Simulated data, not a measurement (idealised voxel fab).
Documented hereafter: the process module known as voxel transistor to metal.
This is section cut - it's 215 nm across, gridded in 5 nm square cells.
Each cross-section below is a grid of square cells, stated as bands in top-down order, with one or more rows of cells making up each band.
What a band's entry tells you: where the top is and where the bottom is, as heights in nm, and after that what lies inside, material by material from left to right, each with its width in nm. Empty space is written as the word "air", and a single material marked with the word "full width" occupies the band from edge to edge.
Note: height 0 marks the level under which the wafer is uniformly one material as received. Lowest band unbounded below, written "z 0 and below".
The width entry "30 to 40" should be interpreted row by row: the top row of cells in the band takes the first number, the bottom row takes the second number, and the change between adjacent rows is uniform throughout.
The cross-section has no changed cell in any step marked "remained unchanged".
Entry "Listed closed voids". Content: empty spaces with no open connection to the top, size 8 cells or greater. Each: width x height at distance. Distance: from left edge. Unit: nm.
Post-settings text on a step line: simulator's own remark regarding the step.
overlay nm: right-of-plan distance of the mask on a masked step; negative values mean left-of-plan.
Guide to the pairs. Each holds a before and an after cross-section around one process step; the after cross-section is cut off at the lowest band that changed. Look under the pair for the step between them and its settings. Pairs can come from different runs of this module on the same starting wafer, so a pair follows on from the one above it only where its entry headed "Incoming profile" says it does.
Incoming profile
  z 0 and below | Si full width
  Listed closed voids: none
Post-Step Section View
  z 0 to -5 | SiO2 full width
  Nothing below the height -5 has changed.
  Listed closed voids: none
The before and after cross-sections above are linked by OXIDIZE,depth nm 5
Incoming profile: it's just the after picture from the pair right above this one.
Post-Step Section View
  z 15 to 0 | SiN full width
  Nothing below the height 0 has changed.
  Listed closed voids: none
The before and after cross-sections above are linked by CONFORMAL_DEP,material SiN,thk nm 15
Incoming profile: it's just the after picture from the pair right above this one.
Post-Step Section View
  z 30 to 15 | aC full width
  Nothing below the height 15 has changed.
  Listed closed voids: none
The before and after cross-sections above are linked by DIRECTIONAL_DEP,material aC,thk nm 15
Incoming profile: it's just the after picture from the pair right above this one.
Post-Step Section View
  z 65 to 30 | air (55)  resist (105)  air (55)
  Nothing below the height 30 has changed.
  Listed closed voids: none
The before and after cross-sections above are linked by PATTERN,tone cover,mask id ACTIVE,material resist,width nm 105,thk nm 35,overlay nm 0
Incoming profile: it's just the after picture from the pair right above this one.
Post-Step Section View
  z 50 to 30 | air (55)  resist (105)  air (55)
  z 30 to 15 | air (55)  aC (105)  air (55)
  Nothing below the height 15 has changed.
  Listed closed voids: none
The before and after cross-sections above are linked by DIRECTIONAL_ETCH,etch materials aC,depth nm 15
Incoming profile: it's just the after picture from the pair right above this one.
Post-Step Section View
  z 30 to 15 | air (55)  aC (105)  air (55)
  Nothing below the height 15 has changed.
  Listed closed voids: none
The before and after cross-sections above are linked by STRIP,etch materials resist
Incoming profile: it's just the after picture from the pair right above this one.
Post-Step Section View
  z 30 to 15 | air (55)  aC (105)  air (55)
  z 15 to 0 | air (55)  SiN (105)  air (55)
  Nothing below the height 0 has changed.
  Listed closed voids: none
The before and after cross-sections above are linked by DIRECTIONAL_ETCH,etch materials SiN,depth nm 15
Incoming profile: it's just the after picture from the pair right above this one.
Post-Step Section View
  z 30 to 15 | air (55)  aC (105)  air (55)
  z 15 to 0 | air (55)  SiN (105)  air (55)
  z 0 to -5 | air (55)  SiO2 (105)  air (55)
  Nothing below the height -5 has changed.
  Listed closed voids: none
The before and after cross-sections above are linked by DIRECTIONAL_ETCH,etch materials SiO2,depth nm 5
Incoming profile: it's just the after picture from the pair right above this one.
Post-Step Section View
  z 30 to 15 | air (55)  aC (105)  air (55)
  z 15 to 0 | air (55)  SiN (105)  air (55)
  z 0 to -5 | air (55)  SiO2 (105)  air (55)
  z -5 to -35 | air (55)  Si (105)  air (55)
  Nothing below the height -35 has changed.
  Listed closed voids: none
The before and after cross-sections above are linked by DIRECTIONAL_ETCH,etch materials Si,depth nm 30
Incoming profile: it's just the after picture from the pair right above this one.
Post-Step Section View
  z 15 to 0 | air (55)  SiN (105)  air (55)
  Nothing below the height 0 has changed.
  Listed closed voids: none
The before and after cross-sections above are linked by STRIP,etch materials aC
Incoming profile: it's just the after picture from the pair right above this one.
Post-Step Section View
  z 25 to 15 | SiO2 full width
  z 15 to 0 | SiO2 (55)  SiN (105)  SiO2 (55)
  z 0 to -5 | SiO2 full width
  z -5 to -35 | SiO2 (55)  Si (105)  SiO2 (55)
  Nothing below the height -35 has changed.
  Listed closed voids: none
The before and after cross-sections above are linked by FILL_DEP,material SiO2,thk nm 10
Incoming profile: it's just the after picture from the pair right above this one.
Post-Step Section View
  z 15 to 0 | SiO2 (55)  SiN (105)  SiO2 (55)
  Nothing below the height 0 has changed.
  Listed closed voids: none
The before and after cross-sections above are linked by CMP,height nm 15
Incoming profile: it's just the after picture from the pair right above this one.
Post-Step Section View
  z 15 to 5 | air (55)  SiN (105)  air (55)
  Nothing below the height 5 has changed.
  Listed closed voids: none
The before and after cross-sections above are linked by SELECTIVE_ETCH,etch materials SiO2,depth nm 10
Incoming profile: it's just the after picture from the pair right above this one.
Post-Step Section View
  z 5 to 0 | SiO2 (55)  air (105)  SiO2 (55)
  Nothing below the height 0 has changed.
  Listed closed voids: none
The before and after cross-sections above are linked by STRIP,etch materials SiN
Incoming profile: it's just the after picture from the pair right above this one.
Post-Step Section View
  z 0 to -5 | SiO2 (50)  air (115)  SiO2 (50)
  Nothing below the height -5 has changed.
  Listed closed voids: none
The before and after cross-sections above are linked by SELECTIVE_ETCH,etch materials SiO2,depth nm 5
Incoming profile: it's just the after picture from the pair right above this one.
Post-Step Section View
  z 0 to -5 | SiO2 (50)  air (115)  SiO2 (50)
  z -5 to -10 | SiO2 full width
  Nothing below the height -10 has changed.
  Listed closed voids: none
The before and after cross-sections above are linked by OXIDIZE,depth nm 5
Incoming profile: it's just the after picture from the pair right above this one.
Post-Step Section View
  z 30 to 25 | polySi (50)  air (115)  polySi (50)
  z 25 to 0 | polySi full width
  z 0 to -5 | SiO2 (50)  polySi (115)  SiO2 (50)
  Nothing below the height -5 has changed.
  Listed closed voids: none
The before and after cross-sections above are linked by DIRECTIONAL_DEP,material polySi,thk nm 30
Incoming profile: it's just the after picture from the pair right above this one.
Post-Step Section View
  z 45 to 40 | SiCN (50)  air (115)  SiCN (50)
  z 40 to 30 | SiCN full width
  z 30 to 25 | polySi (50)  SiCN (115)  polySi (50)
  Nothing below the height 25 has changed.
  Listed closed voids: none
The before and after cross-sections above are linked by DIRECTIONAL_DEP,material SiCN,thk nm 15
Incoming profile: it's just the after picture from the pair right above this one.
Post-Step Section View
  z 55 to 50 | aC (50)  air (115)  aC (50)
  z 50 to 45 | aC full width
  z 45 to 40 | SiCN (50)  aC (115)  SiCN (50)
  Nothing below the height 40 has changed.
  Listed closed voids: none
The before and after cross-sections above are linked by DIRECTIONAL_DEP,material aC,thk nm 10
Incoming profile: it's just the after picture from the pair right above this one.
Post-Step Section View
  z 80 to 55 | air (95)  resist (25)  air (95)
  z 55 to 50 | aC (50)  air (45)  resist (25)  air (45)  aC (50)
  Nothing below the height 50 has changed.
  Listed closed voids: none
The before and after cross-sections above are linked by PATTERN,tone cover,mask id GATE,material resist,width nm 25,thk nm 25,overlay nm 0
Incoming profile: it's just the after picture from the pair right above this one.
Post-Step Section View
  z 70 to 50 | air (95)  resist (25)  air (95)
  z 50 to 45 | air (95)  aC (25)  air (95)
  z 45 to 40 | SiCN (50)  air (45)  aC (25)  air (45)  SiCN (50)
  Nothing below the height 40 has changed.
  Listed closed voids: none
The before and after cross-sections above are linked by DIRECTIONAL_ETCH,etch materials aC,depth nm 10
Incoming profile: it's just the after picture from the pair right above this one.
Post-Step Section View
  z 50 to 45 | air (95)  aC (25)  air (95)
  Nothing below the height 45 has changed.
  Listed closed voids: none
The before and after cross-sections above are linked by STRIP,etch materials resist
Incoming profile: it's just the after picture from the pair right above this one.
Post-Step Section View
  z 50 to 40 | air (95)  aC (25)  air (95)
  z 40 to 30 | air (95)  SiCN (25)  air (95)
  z 30 to 25 | polySi (50)  air (45)  SiCN (25)  air (45)  polySi (50)
  Nothing below the height 25 has changed.
  Listed closed voids: none
The before and after cross-sections above are linked by DIRECTIONAL_ETCH,etch materials SiCN,depth nm 25
Incoming profile: it's just the after picture from the pair right above this one.
Post-Step Section View
  z 50 to 40 | air (95)  aC (25)  air (95)
  z 40 to 25 | air (95)  SiCN (25)  air (95)
  z 25 to 0 | air (95)  polySi (25)  air (95)
  z 0 to -5 | SiO2 (50)  air (45)  polySi (25)  air (45)  SiO2 (50)
  Nothing below the height -5 has changed.
  Listed closed voids: none
The before and after cross-sections above are linked by DIRECTIONAL_ETCH,etch materials polySi,depth nm 40
Incoming profile: it's just the after picture from the pair right above this one.
Post-Step Section View
  z 40 to 25 | air (95)  SiCN (25)  air (95)
  Nothing below the height 25 has changed.
  Listed closed voids: none
The before and after cross-sections above are linked by STRIP,etch materials aC
Incoming profile: it's just the after picture from the pair right above this one.
Post-Step Section View
  z 50 to 40 | air (85)  SiN (45)  air (85)
  z 40 to 25 | air (85)  SiN (10)  SiCN (25)  SiN (10)  air (85)
  z 25 to 10 | air (85)  SiN (10)  polySi (25)  SiN (10)  air (85)
  z 10 to 5 | SiN (60)  air (25)  SiN (10)  polySi (25)  SiN (10)  air (25)  SiN (60)
  z 5 to 0 | SiN (95)  polySi (25)  SiN (95)
  z 0 to -5 | SiO2 (50)  SiN (45)  polySi (25)  SiN (45)  SiO2 (50)
  Nothing below the height -5 has changed.
  Listed closed voids: none
The before and after cross-sections above are linked by CONFORMAL_DEP,material SiN,thk nm 10
Incoming profile: it's just the after picture from the pair right above this one.
Post-Step Section View
  z 40 to 25 | air (85)  SiN (10)  SiCN (25)  SiN (10)  air (85)
  z 25 to 0 | air (85)  SiN (10)  polySi (25)  SiN (10)  air (85)
  z 0 to -5 | SiO2 (50)  SiN (10)  air (25)  SiN (10)  polySi (25)  SiN (10)  air (25)  SiN (10)  SiO2 (50)
  Nothing below the height -5 has changed.
  Listed closed voids: none
The before and after cross-sections above are linked by DIRECTIONAL_ETCH,etch materials SiN,depth nm 10
Incoming profile: it's just the after picture from the pair right above this one.
Post-Step Section View
  z 40 to 25 | air (85)  SiN (10)  SiCN (25)  SiN (10)  air (85)
  z 25 to 0 | air (85)  SiN (10)  polySi (25)  SiN (10)  air (85)
  z 0 to -5 | air (50)  SiN (10)  air (25)  SiN (10)  polySi (25)  SiN (10)  air (25)  SiN (10)  air (50)
  z -5 to -10 | SiO2 (60)  air (25)  SiO2 (45)  air (25)  SiO2 (60)
  Nothing below the height -10 has changed.
  Listed closed voids: none
The before and after cross-sections above are linked by DIRECTIONAL_ETCH,etch materials SiO2,depth nm 5
Incoming profile: it's just the after picture from the pair right above this one.
Post-Step Section View
  z 40 to 25 | air (85)  SiN (10)  SiCN (25)  SiN (10)  air (85)
  z 25 to 0 | air (85)  SiN (10)  polySi (25)  SiN (10)  air (85)
  z 0 to -5 | air (50)  SiN (10)  air (25)  SiN (10)  polySi (25)  SiN (10)  air (25)  SiN (10)  air (50)
  z -5 to -10 | SiO2 (60)  air (25)  SiO2 (45)  air (25)  SiO2 (60)
  z -10 to -20 | SiO2 (55)  Si (5)  air (25)  Si (45)  air (25)  Si (5)  SiO2 (55)
  Nothing below the height -20 has changed.
  Listed closed voids: none
The before and after cross-sections above are linked by DIRECTIONAL_ETCH,etch materials Si,depth nm 10
Incoming profile: it's just the after picture from the pair right above this one.
Post-Step Section View
  z 40 to 25 | air (85)  SiN (10)  SiCN (25)  SiN (10)  air (85)
  z 25 to 0 | air (85)  SiN (10)  polySi (25)  SiN (10)  air (85)
  z 0 to -5 | air (50)  SiN (10)  nSi (10)  air (5)  nSi (10)  SiN (10)  polySi (25)  SiN (10)  nSi (10)  air (5)  nSi (10)  SiN (10)  air (50)
  z -5 to -10 | SiO2 (60)  nSi (10)  air (5)  nSi (10)  SiO2 (45)  nSi (10)  air (5)  nSi (10)  SiO2 (60)
  z -10 to -20 | SiO2 (55)  Si (5)  nSi (25)  Si (45)  nSi (25)  Si (5)  SiO2 (55)
  Nothing below the height -20 has changed.
  Listed closed voids: none
The before and after cross-sections above are linked by EPI,material nSi,thk nm 10
Incoming profile: it's just the after picture from the pair right above this one.
Post-Step Section View
  z 50 to 40 | SiO2 full width
  z 40 to 25 | SiO2 (85)  SiN (10)  SiCN (25)  SiN (10)  SiO2 (85)
  z 25 to 0 | SiO2 (85)  SiN (10)  polySi (25)  SiN (10)  SiO2 (85)
  z 0 to -5 | SiO2 (50)  SiN (10)  nSi (10)  SiO2 (5)  nSi (10)  SiN (10)  polySi (25)  SiN (10)  nSi (10)  SiO2 (5)  nSi (10)  SiN (10)  SiO2 (50)
  z -5 to -10 | SiO2 (60)  nSi (10)  SiO2 (5)  nSi (10)  SiO2 (45)  nSi (10)  SiO2 (5)  nSi (10)  SiO2 (60)
  Nothing below the height -10 has changed.
  Listed closed voids: none
The before and after cross-sections above are linked by FILL_DEP,material SiO2,thk nm 10
Incoming profile: it's just the after picture from the pair right above this one.
Post-Step Section View
  z 40 to 25 | SiO2 (85)  SiN (10)  SiCN (25)  SiN (10)  SiO2 (85)
  Nothing below the height 25 has changed.
  Listed closed voids: none
The before and after cross-sections above are linked by CMP,height nm 40
Incoming profile: it's just the after picture from the pair right above this one.
Post-Step Section View
  z 55 to 40 | SiO2 full width
  Nothing below the height 40 has changed.
  Listed closed voids: none
The before and after cross-sections above are linked by DIRECTIONAL_DEP,material SiO2,thk nm 15
Incoming profile: it's just the after picture from the pair right above this one.
Post-Step Section View
  z 70 to 55 | resist (60)  air (20)  resist (55)  air (20)  resist (60)
  Nothing below the height 55 has changed.
  Listed closed voids: none
The before and after cross-sections above are linked by PATTERN,tone open,mask id CONTACT,material resist,width nm 20,pitch nm 75,thk nm 15,overlay nm 0
Incoming profile: it's just the after picture from the pair right above this one.
Post-Step Section View
  z 70 to 55 | resist (60)  air (20)  resist (55)  air (20)  resist (60)
  z 55 to 40 | SiO2 (60)  air (20)  SiO2 (55)  air (20)  SiO2 (60)
  z 40 to 25 | SiO2 (60)  air (20)  SiO2 (5)  SiN (10)  SiCN (25)  SiN (10)  SiO2 (5)  air (20)  SiO2 (60)
  z 25 to 0 | SiO2 (60)  air (20)  SiO2 (5)  SiN (10)  polySi (25)  SiN (10)  SiO2 (5)  air (20)  SiO2 (60)
  z 0 to -5 | SiO2 (50)  SiN (10)  nSi (10)  air (5)  nSi (10)  SiN (10)  polySi (25)  SiN (10)  nSi (10)  air (5)  nSi (10)  SiN (10)  SiO2 (50)
  z -5 to -10 | SiO2 (60)  nSi (10)  air (5)  nSi (10)  SiO2 (45)  nSi (10)  air (5)  nSi (10)  SiO2 (60)
  Nothing below the height -10 has changed.
  Listed closed voids: none
The before and after cross-sections above are linked by DIRECTIONAL_ETCH,etch materials SiO2,depth nm 65
Incoming profile: it's just the after picture from the pair right above this one.
Post-Step Section View
  z 55 to 40 | SiO2 (60)  air (20)  SiO2 (55)  air (20)  SiO2 (60)
  Nothing below the height 40 has changed.
  Listed closed voids: none
The before and after cross-sections above are linked by STRIP,etch materials resist
Incoming profile: it's just the after picture from the pair right above this one.
Post-Step Section View
  z 60 to 55 | TiN (65)  air (10)  TiN (65)  air (10)  TiN (65)
  z 55 to 40 | SiO2 (60)  TiN (5)  air (10)  TiN (5)  SiO2 (55)  TiN (5)  air (10)  TiN (5)  SiO2 (60)
  z 40 to 25 | SiO2 (60)  TiN (5)  air (10)  TiN (5)  SiO2 (5)  SiN (10)  SiCN (25)  SiN (10)  SiO2 (5)  TiN (5)  air (10)  TiN (5)  SiO2 (60)
  z 25 to 5 | SiO2 (60)  TiN (5)  air (10)  TiN (5)  SiO2 (5)  SiN (10)  polySi (25)  SiN (10)  SiO2 (5)  TiN (5)  air (10)  TiN (5)  SiO2 (60)
  z 5 to 0 | SiO2 (60)  TiN (20)  SiO2 (5)  SiN (10)  polySi (25)  SiN (10)  SiO2 (5)  TiN (20)  SiO2 (60)
  z 0 to -5 | SiO2 (50)  SiN (10)  nSi (10)  TiN (5)  nSi (10)  SiN (10)  polySi (25)  SiN (10)  nSi (10)  TiN (5)  nSi (10)  SiN (10)  SiO2 (50)
  z -5 to -10 | SiO2 (60)  nSi (10)  TiN (5)  nSi (10)  SiO2 (45)  nSi (10)  TiN (5)  nSi (10)  SiO2 (60)
  Nothing below the height -10 has changed.
  Listed closed voids: none
The before and after cross-sections above are linked by CONFORMAL_DEP,material TiN,thk nm 5
Incoming profile: it's just the after picture from the pair right above this one.
Post-Step Section View
  z 65 to 60 | Ru full width
  z 60 to 55 | TiN (65)  Ru (10)  TiN (65)  Ru (10)  TiN (65)
  z 55 to 40 | SiO2 (60)  TiN (5)  Ru (10)  TiN (5)  SiO2 (55)  TiN (5)  Ru (10)  TiN (5)  SiO2 (60)
  z 40 to 25 | SiO2 (60)  TiN (5)  Ru (10)  TiN (5)  SiO2 (5)  SiN (10)  SiCN (25)  SiN (10)  SiO2 (5)  TiN (5)  Ru (10)  TiN (5)  SiO2 (60)
  z 25 to 5 | SiO2 (60)  TiN (5)  Ru (10)  TiN (5)  SiO2 (5)  SiN (10)  polySi (25)  SiN (10)  SiO2 (5)  TiN (5)  Ru (10)  TiN (5)  SiO2 (60)
  Nothing below the height 5 has changed.
  Listed closed voids: none
The before and after cross-sections above are linked by FILL_DEP,material Ru,thk nm 5
Incoming profile: it's just the after picture from the pair right above this one.
Post-Step Section View
  z 55 to 40 | SiO2 (60)  TiN (5)  Ru (10)  TiN (5)  SiO2 (55)  TiN (5)  Ru (10)  TiN (5)  SiO2 (60)
  Nothing below the height 40 has changed.
  Listed closed voids: none
The before and after cross-sections above are linked by CMP,height nm 55
Incoming profile: it's just the after picture from the pair right above this one.
Post-Step Section View
  z 60 to 55 | TiN full width
  Nothing below the height 55 has changed.
  Listed closed voids: none
The before and after cross-sections above are linked by DIRECTIONAL_DEP,material TiN,thk nm 5
Incoming profile: it's just the after picture from the pair right above this one.
Post-Step Section View
  z 85 to 60 | W full width
  Nothing below the height 60 has changed.
  Listed closed voids: none
The before and after cross-sections above are linked by DIRECTIONAL_DEP,material W,thk nm 25
Incoming profile: it's just the after picture from the pair right above this one.
Post-Step Section View
  z 100 to 85 | aC full width
  Nothing below the height 85 has changed.
  Listed closed voids: none
The before and after cross-sections above are linked by DIRECTIONAL_DEP,material aC,thk nm 15
Incoming profile: it's just the after picture from the pair right above this one.
Post-Step Section View
  z 130 to 100 | air (60)  resist (20)  air (55)  resist (20)  air (60)
  Nothing below the height 100 has changed.
  Listed closed voids: none
The before and after cross-sections above are linked by PATTERN,tone cover,mask id METAL_1,material resist,width nm 20,pitch nm 75,thk nm 30,overlay nm 0
Incoming profile: it's just the after picture from the pair right above this one.
Post-Step Section View
  z 115 to 100 | air (60)  resist (20)  air (55)  resist (20)  air (60)
  z 100 to 85 | air (60)  aC (20)  air (55)  aC (20)  air (60)
  Nothing below the height 85 has changed.
  Listed closed voids: none
The before and after cross-sections above are linked by DIRECTIONAL_ETCH,etch materials aC,depth nm 15
Incoming profile: it's just the after picture from the pair right above this one.
Post-Step Section View
  z 100 to 85 | air (60)  aC (20)  air (55)  aC (20)  air (60)
  Nothing below the height 85 has changed.
  Listed closed voids: none
The before and after cross-sections above are linked by STRIP,etch materials resist
Incoming profile: it's just the after picture from the pair right above this one.
Post-Step Section View
  z 100 to 85 | air (60)  aC (20)  air (55)  aC (20)  air (60)
  z 85 to 60 | air (60)  W (20)  air (55)  W (20)  air (60)
  Nothing below the height 60 has changed.
  Listed closed voids: none
The before and after cross-sections above are linked by DIRECTIONAL_ETCH,etch materials W,depth nm 25
Incoming profile: it's just the after picture from the pair right above this one.
Post-Step Section View
  z 100 to 85 | air (60)  aC (20)  air (55)  aC (20)  air (60)
  z 85 to 60 | air (60)  W (20)  air (55)  W (20)  air (60)
  z 60 to 55 | air (60)  TiN (20)  air (55)  TiN (20)  air (60)
  Nothing below the height 55 has changed.
  Listed closed voids: none
The before and after cross-sections above are linked by DIRECTIONAL_ETCH,etch materials TiN,depth nm 5
Incoming profile: it's just the after picture from the pair right above this one.
Post-Step Section View
  z 85 to 60 | air (60)  W (20)  air (55)  W (20)  air (60)
  Nothing below the height 60 has changed.
  Listed closed voids: none
The before and after cross-sections above are linked by STRIP,etch materials aC
Incoming profile: it's just the after picture from the pair right above this one.
Post-Step Section View
  z 90 to 85 | air (55)  SiCN (30)  air (45)  SiCN (30)  air (55)
  z 85 to 60 | air (55)  SiCN (5)  W (20)  SiCN (5)  air (45)  SiCN (5)  W (20)  SiCN (5)  air (55)
  z 60 to 55 | SiCN (60)  TiN (20)  SiCN (55)  TiN (20)  SiCN (60)
  Nothing below the height 55 has changed.
  Listed closed voids: none
The before and after cross-sections above are linked by CONFORMAL_DEP,material SiCN,thk nm 5
Incoming profile: it's just the after picture from the pair right above this one.
Post-Step Section View
  z 95 to 90 | SiO2 full width
  z 90 to 85 | SiO2 (55)  SiCN (30)  SiO2 (45)  SiCN (30)  SiO2 (55)
  z 85 to 60 | SiO2 (55)  SiCN (5)  W (20)  SiCN (5)  SiO2 (45)  SiCN (5)  W (20)  SiCN (5)  SiO2 (55)
  Nothing below the height 60 has changed.
  Listed closed voids: none
The before and after cross-sections above are linked by FILL_DEP,material SiO2,thk nm 5
Incoming profile: it's just the after picture from the pair right above this one.
Post-Step Section View
  z 85 to 60 | SiO2 (55)  SiCN (5)  W (20)  SiCN (5)  SiO2 (45)  SiCN (5)  W (20)  SiCN (5)  SiO2 (55)
  Nothing below the height 60 has changed.
  Listed closed voids: none
The before and after cross-sections above are linked by CMP,height nm 85
Incoming profile: it's just the after picture from the pair right above this one.
Post-Step Section View
  z 90 to 85 | SiN full width
  Nothing below the height 85 has changed.
  Listed closed voids: none
The before and after cross-sections above are linked by CONFORMAL_DEP,material SiN,thk nm 5
Incoming profile
  z 70 to 50 | air (95)  resist (25)  air (95)
  z 50 to 45 | air (95)  aC (25)  air (95)
  z 45 to 40 | SiCN (50)  air (45)  aC (25)  air (45)  SiCN (50)
  z 40 to 30 | SiCN full width
  z 30 to 25 | polySi (50)  SiCN (115)  polySi (50)
  z 25 to 0 | polySi full width
  z 0 to -5 | SiO2 (50)  polySi (115)  SiO2 (50)
  z -5 to -10 | SiO2 full width
  z -10 to -35 | SiO2 (55)  Si (105)  SiO2 (55)
  z -35 and below | Si full width
  Listed closed voids: none
Post-Step Section View
  z 70 to 50 | air (95)  resist (25)  air (95)
  z 50 to 40 | air (95)  aC (25)  air (95)
  z 40 to 30 | air (95)  SiCN (25)  air (95)
  z 30 to 25 | polySi (50)  air (45)  SiCN (25)  air (45)  polySi (50)
  Nothing below the height 25 has changed.
  Listed closed voids: none
The before and after cross-sections above are linked by DIRECTIONAL_ETCH,etch materials SiCN,depth nm 25
Incoming profile: it's just the after picture from the pair right above this one.
Post-Step Section View
  z 70 to 50 | air (95)  resist (25)  air (95)
  z 50 to 40 | air (95)  aC (25)  air (95)
  z 40 to 25 | air (95)  SiCN (25)  air (95)
  z 25 to 0 | air (95)  polySi (25)  air (95)
  z 0 to -5 | SiO2 (50)  air (45)  polySi (25)  air (45)  SiO2 (50)
  Nothing below the height -5 has changed.
  Listed closed voids: none
The before and after cross-sections above are linked by DIRECTIONAL_ETCH,etch materials polySi,depth nm 40
Incoming profile: it's just the after picture from the pair right above this one.
Post-Step Section View
  z 40 to 25 | air (95)  SiCN (25)  air (95)
  Nothing below the height 25 has changed.
  Listed closed voids: none
The before and after cross-sections above are linked by STRIP,etch materials aC
Incoming profile
  z 45 to 40 | SiCN (50)  air (115)  SiCN (50)
  z 40 to 30 | SiCN full width
  z 30 to 25 | polySi (50)  SiCN (115)  polySi (50)
  z 25 to 0 | polySi full width
  z 0 to -5 | SiO2 (50)  polySi (115)  SiO2 (50)
  z -5 to -10 | SiO2 full width
  z -10 to -35 | SiO2 (55)  Si (105)  SiO2 (55)
  z -35 and below | Si full width
  Listed closed voids: none
Post-Step Section View
  z 60 to 55 | SiCN (50)  air (115)  SiCN (50)
  z 55 to 30 | SiCN full width
  Nothing below the height 30 has changed.
  Listed closed voids: none
The before and after cross-sections above are linked by DIRECTIONAL_DEP,material SiCN,thk nm 15
Incoming profile: it's just the after picture from the pair right above this one.
Post-Step Section View
  z 70 to 65 | aC (50)  air (115)  aC (50)
  z 65 to 60 | aC full width
  z 60 to 55 | SiCN (50)  aC (115)  SiCN (50)
  Nothing below the height 55 has changed.
  Listed closed voids: none
The before and after cross-sections above are linked by DIRECTIONAL_DEP,material aC,thk nm 10
Incoming profile: it's just the after picture from the pair right above this one.
Post-Step Section View
  z 95 to 70 | air (95)  resist (25)  air (95)
  z 70 to 65 | aC (50)  air (45)  resist (25)  air (45)  aC (50)
  Nothing below the height 65 has changed.
  Listed closed voids: none
The before and after cross-sections above are linked by PATTERN,tone cover,mask id GATE,material resist,width nm 25,thk nm 25,overlay nm 0
Incoming profile: it's just the after picture from the pair right above this one.
Post-Step Section View
  z 85 to 65 | air (95)  resist (25)  air (95)
  z 65 to 60 | air (95)  aC (25)  air (95)
  z 60 to 55 | SiCN (50)  air (45)  aC (25)  air (45)  SiCN (50)
  Nothing below the height 55 has changed.
  Listed closed voids: none
The before and after cross-sections above are linked by DIRECTIONAL_ETCH,etch materials aC,depth nm 10
Incoming profile: it's just the after picture from the pair right above this one.
Post-Step Section View
  z 65 to 60 | air (95)  aC (25)  air (95)
  Nothing below the height 60 has changed.
  Listed closed voids: none
The before and after cross-sections above are linked by STRIP,etch materials resist
Incoming profile: it's just the after picture from the pair right above this one.
Post-Step Section View
  z 65 to 55 | air (95)  aC (25)  air (95)
  z 55 to 35 | air (95)  SiCN (25)  air (95)
  z 35 to 30 | SiCN (50)  air (45)  SiCN (25)  air (45)  SiCN (50)
  Nothing below the height 30 has changed.
  Listed closed voids: none
The before and after cross-sections above are linked by DIRECTIONAL_ETCH,etch materials SiCN,depth nm 25
Incoming profile: it's just the after picture from the pair right above this one.
Post-Step Section View
  z 55 to 35 | air (95)  SiCN (25)  air (95)
  Nothing below the height 35 has changed.
  Listed closed voids: none
The before and after cross-sections above are linked by STRIP,etch materials aC
Incoming profile: it's just the after picture from the pair right above this one.
Post-Step Section View
  z 65 to 55 | air (85)  SiN (45)  air (85)
  z 55 to 45 | air (85)  SiN (10)  SiCN (25)  SiN (10)  air (85)
  z 45 to 40 | SiN (60)  air (25)  SiN (10)  SiCN (25)  SiN (10)  air (25)  SiN (60)
  z 40 to 35 | SiN (95)  SiCN (25)  SiN (95)
  z 35 to 30 | SiCN (50)  SiN (45)  SiCN (25)  SiN (45)  SiCN (50)
  Nothing below the height 30 has changed.
  Listed closed voids: none
The before and after cross-sections above are linked by CONFORMAL_DEP,material SiN,thk nm 10
Incoming profile: it's just the after picture from the pair right above this one.
Post-Step Section View
  z 55 to 35 | air (85)  SiN (10)  SiCN (25)  SiN (10)  air (85)
  z 35 to 30 | SiCN (50)  SiN (10)  air (25)  SiN (10)  SiCN (25)  SiN (10)  air (25)  SiN (10)  SiCN (50)
  Nothing below the height 30 has changed.
  Listed closed voids: none
The before and after cross-sections above are linked by DIRECTIONAL_ETCH,etch materials SiN,depth nm 10
Incoming profile: it's just the after picture from the pair right above this one.
Post-Step Section View
  z 65 to 55 | SiO2 full width
  z 55 to 35 | SiO2 (85)  SiN (10)  SiCN (25)  SiN (10)  SiO2 (85)
  z 35 to 30 | SiCN (50)  SiN (10)  SiO2 (25)  SiN (10)  SiCN (25)  SiN (10)  SiO2 (25)  SiN (10)  SiCN (50)
  Nothing below the height 30 has changed.
  Listed closed voids: none
The before and after cross-sections above are linked by FILL_DEP,material SiO2,thk nm 10
Incoming profile: it's just the after picture from the pair right above this one.
Post-Step Section View
  z 40 to 35 | SiO2 (85)  SiN (10)  SiCN (25)  SiN (10)  SiO2 (85)
  Nothing below the height 35 has changed.
  Listed closed voids: none
The before and after cross-sections above are linked by CMP,height nm 40
Incoming profile: it's just the after picture from the pair right above this one.
Post-Step Section View
  z 55 to 40 | SiO2 full width
  Nothing below the height 40 has changed.
  Listed closed voids: none
The before and after cross-sections above are linked by DIRECTIONAL_DEP,material SiO2,thk nm 15
Incoming profile: it's just the after picture from the pair right above this one.
Post-Step Section View
  z 70 to 55 | resist (60)  air (20)  resist (55)  air (20)  resist (60)
  Nothing below the height 55 has changed.
  Listed closed voids: none
The before and after cross-sections above are linked by PATTERN,tone open,mask id CONTACT,material resist,width nm 20,pitch nm 75,thk nm 15,overlay nm 0
Incoming profile: it's just the after picture from the pair right above this one.
Post-Step Section View
  z 70 to 55 | resist (60)  air (20)  resist (55)  air (20)  resist (60)
  z 55 to 40 | SiO2 (60)  air (20)  SiO2 (55)  air (20)  SiO2 (60)
  z 40 to 35 | SiO2 (60)  air (20)  SiO2 (5)  SiN (10)  SiCN (25)  SiN (10)  SiO2 (5)  air (20)  SiO2 (60)
  z 35 to 30 | SiCN (50)  SiN (10)  air (20)  SiO2 (5)  SiN (10)  SiCN (25)  SiN (10)  SiO2 (5)  air (20)  SiN (10)  SiCN (50)
  Nothing below the height 30 has changed.
  Listed closed voids: none
The before and after cross-sections above are linked by DIRECTIONAL_ETCH,etch materials SiO2,depth nm 65
Incoming profile: it's just the after picture from the pair right above this one.
Post-Step Section View
  z 55 to 40 | SiO2 (60)  air (20)  SiO2 (55)  air (20)  SiO2 (60)
  Nothing below the height 40 has changed.
  Listed closed voids: none
The before and after cross-sections above are linked by STRIP,etch materials resist
Incoming profile: it's just the after picture from the pair right above this one.
Post-Step Section View
  z 60 to 55 | TiN (65)  air (10)  TiN (65)  air (10)  TiN (65)
  z 55 to 40 | SiO2 (60)  TiN (5)  air (10)  TiN (5)  SiO2 (55)  TiN (5)  air (10)  TiN (5)  SiO2 (60)
  z 40 to 35 | SiO2 (60)  TiN (5)  air (10)  TiN (5)  SiO2 (5)  SiN (10)  SiCN (25)  SiN (10)  SiO2 (5)  TiN (5)  air (10)  TiN (5)  SiO2 (60)
  z 35 to 30 | SiCN (50)  SiN (10)  TiN (20)  SiO2 (5)  SiN (10)  SiCN (25)  SiN (10)  SiO2 (5)  TiN (20)  SiN (10)  SiCN (50)
  Nothing below the height 30 has changed.
  Listed closed voids: none
The before and after cross-sections above are linked by CONFORMAL_DEP,material TiN,thk nm 5
